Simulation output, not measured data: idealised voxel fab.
process module | voxel wiring stack
cross-section cut | 155 nm wide | cells 5 nm
A cross-section is a grid of square cells, given in bands from the top down. A band is one or more rows of cells.
Each band's line starts with the height of the band's top and of its bottom, in nm. Then come its materials from left to right, each with its width in nm. One material with "throughout" fills the band from edge to edge. "air" is empty space.
Height 0 is the level under which the wafer as received is all one material. The lowest band goes on downwards, as in "0 down".
A width such as "30 to 40" changes by the same amount from each row of cells to the next, from the band's top row to its bottom row.
"no change" after a step means that no cell of the cross-section changed.
closed voids: empty space of 8 cells or more with no open way to the top, each as width x height at its distance from the left edge, in nm
after a step's settings: what the simulator itself notes on the step
overlay nm, on a step with a mask: how far to the right of its planned place the mask lay; to the left if negative
plan
1 op RECEIVE | material Si
2 op CONFORMAL_DEP | material SiO2 | thk nm 10
3 op CONFORMAL_DEP | material SiN | thk nm 5
4 op DIRECTIONAL_DEP | material SiO2 | thk nm 15
5 op MASKED_ETCH | tone open | mask id METAL_1 | width nm 30 | pitch nm 60 | etch materials SiO2 | depth nm 15 | overlay nm 0
6 op MASKED_ETCH | tone open | mask id METAL_1 | width nm 30 | pitch nm 60 | etch materials SiN | depth nm 5 | overlay nm 0
7 op CONFORMAL_DEP | material TiN | thk nm 5
8 op FILL_DEP | material Ru | thk nm 10
9 op CMP | height nm 30
10 op CONFORMAL_DEP | material SiCN | thk nm 5
11 op DIRECTIONAL_DEP | material lowk | thk nm 15
12 op DIRECTIONAL_DEP | material aC | thk nm 10
13 op PATTERN | tone open | mask id PLUG_1 | material resist | width nm 15 | thk nm 30 | overlay nm 0
14 op DIRECTIONAL_ETCH | etch materials aC | depth nm 10
15 op STRIP | etch materials resist
16 op DIRECTIONAL_ETCH | etch materials lowk | depth nm 15
17 op DIRECTIONAL_ETCH | etch materials SiCN | depth nm 5
18 op STRIP | etch materials aC
19 op CONFORMAL_DEP | material TiN | thk nm 5
20 op FILL_DEP | material Cu | thk nm 5
21 op CMP | height nm 50
22 op DIRECTIONAL_DEP | material TiN | thk nm 5
23 op DIRECTIONAL_DEP | material W | thk nm 25
24 op PATTERN | tone cover | mask id METAL_2 | material resist | width nm 30 | pitch nm 60 | thk nm 20 | overlay nm 0
25 op DIRECTIONAL_ETCH | etch materials W | depth nm 25
26 op DIRECTIONAL_ETCH | etch materials TiN | depth nm 5
27 op STRIP | etch materials resist
28 op FILL_DEP | material lowk | thk nm 10
29 op CMP | height nm 80
30 op CONFORMAL_DEP | material SiCN | thk nm 5
31 op DIRECTIONAL_DEP | material SiO2 | thk nm 30
32 op MASKED_ETCH | tone open | mask id METAL_3_HOLES | width nm 15 | etch materials SiO2 | depth nm 30 | overlay nm 0
33 op MASKED_ETCH | tone open | mask id METAL_3 | width nm 30 | pitch nm 60 | etch materials SiO2 | depth nm 20 | overlay nm 0
34 op MASKED_ETCH | tone open | mask id METAL_3 | width nm 30 | pitch nm 60 | etch materials SiCN | depth nm 5 | overlay nm 0
35 op CONFORMAL_DEP | material TiN | thk nm 5
36 op FILL_DEP | material Ru | thk nm 10
37 op CMP | height nm 115
38 op CONFORMAL_DEP | material SiCN | thk nm 5
39 op DIRECTIONAL_DEP | material lowk | thk nm 10
40 op PATTERN | tone open | mask id PLUG_3 | material resist | width nm 15 | pitch nm 60 | thk nm 15 | overlay nm 0
41 op DIRECTIONAL_ETCH | etch materials lowk | depth nm 10
42 op DIRECTIONAL_ETCH | etch materials SiCN | depth nm 5
43 op STRIP | etch materials resist
44 op EPI | material Ru | thk nm 10
45 op EPI | material Ru | thk nm 5
46 op CONFORMAL_DEP | material SiCN | thk nm 5
47 op DIRECTIONAL_DEP | material lowk | thk nm 20
48 op PATTERN | tone open | mask id METAL_4 | material resist | width nm 30 | pitch nm 60 | thk nm 15 | overlay nm 0
49 op DIRECTIONAL_ETCH | etch materials lowk | depth nm 20
50 op DIRECTIONAL_ETCH | etch materials SiCN | depth nm 5
51 op STRIP | etch materials resist
52 op CONFORMAL_DEP | material TiN | thk nm 5
53 op FILL_DEP | material Cu | thk nm 5
54 op CMP | height nm 155
55 op CONFORMAL_DEP | material SiCN | thk nm 5
as received, after step 1
  0 down: Si throughout
  closed voids: none
first wafer at the end, as planned
  160 to 155: SiCN throughout
  155 to 135: lowk 30 | TiN 5 | Cu 20 | TiN 5 | lowk 30 | TiN 5 | Cu 20 | TiN 5 | lowk 35
  135 to 130: SiCN 30 | TiN 30 | SiCN 30 | TiN 30 | SiCN 35
  130 to 120: lowk 30 | Ru 15 | lowk 45 | Ru 15 | lowk 50
  120 to 115: SiCN 30 | Ru 15 | SiCN 45 | Ru 15 | SiCN 50
  115 to 100: SiO2 30 | TiN 5 | Ru 20 | TiN 5 | SiO2 30 | TiN 5 | Ru 20 | TiN 5 | SiO2 35
  100 to 95: SiO2 30 | TiN 5 | Ru 5 | TiN 20 | SiO2 30 | TiN 30 | SiO2 35
  95 to 85: SiO2 30 | TiN 5 | Ru 5 | TiN 5 | SiO2 110
  85 to 80: SiCN 30 | TiN 15 | SiCN 110
  80 to 55: lowk 30 | W 30 | lowk 30 | W 30 | lowk 35
  55 to 50: lowk 30 | TiN 30 | lowk 30 | TiN 30 | lowk 35
  50 to 35: lowk 30 | TiN 5 | Cu 5 | TiN 5 | lowk 110
  35 to 30: SiCN 30 | TiN 15 | SiCN 110
  30 to 15: SiO2 30 | TiN 5 | Ru 20 | TiN 5 | SiO2 30 | TiN 5 | Ru 20 | TiN 5 | SiO2 35
  15 to 10: SiN 30 | TiN 30 | SiN 30 | TiN 30 | SiN 35
  10 to 0: SiO2 throughout
  0 down: Si throughout
  closed voids: none
second wafer at the end: like start, like plan, one mistake
  160 to 155: SiCN throughout
  155 to 145: lowk 30 | TiN 5 | Cu 20 | TiN 5 | lowk 30 | TiN 5 | Cu 20 | TiN 5 | lowk 35
  145 to 140: lowk 15 | SiCN 15 | TiN 30 | lowk 15 | SiCN 15 | TiN 30 | lowk 35
  140 to 135: lowk 15 | SiCN 5 | Ru 35 | SiCN 5 | lowk 15 | SiCN 5 | Ru 35 | SiCN 5 | lowk 35
  135 to 130: SiCN 20 | Ru 35 | SiCN 25 | Ru 35 | SiCN 40
  130 to 120: lowk 30 | Ru 15 | lowk 45 | Ru 15 | lowk 50
  120 to 115: SiCN 30 | Ru 15 | SiCN 45 | Ru 15 | SiCN 50
  115 to 100: SiO2 30 | TiN 5 | Ru 20 | TiN 5 | SiO2 30 | TiN 5 | Ru 20 | TiN 5 | SiO2 35
  100 to 95: SiO2 30 | TiN 5 | Ru 5 | TiN 20 | SiO2 30 | TiN 30 | SiO2 35
  95 to 85: SiO2 30 | TiN 5 | Ru 5 | TiN 5 | SiO2 110
  85 to 80: SiCN 30 | TiN 15 | SiCN 110
  80 to 55: lowk 30 | W 30 | lowk 30 | W 30 | lowk 35
  55 to 50: lowk 30 | TiN 30 | lowk 30 | TiN 30 | lowk 35
  50 to 35: lowk 30 | TiN 5 | Cu 5 | TiN 5 | lowk 110
  35 to 30: SiCN 30 | TiN 15 | SiCN 110
  30 to 15: SiO2 30 | TiN 5 | Ru 20 | TiN 5 | SiO2 30 | TiN 5 | Ru 20 | TiN 5 | SiO2 35
  15 to 10: SiN 30 | TiN 30 | SiN 30 | TiN 30 | SiN 35
  10 to 0: SiO2 throughout
  0 down: Si throughout
  closed voids: none
what went wrong: step 44 was run twice
at the end the second wafer has, in cells: 16 fewer of Cu | 28 more of Ru | 8 more of SiCN | 8 fewer of TiN | 12 fewer of lowk
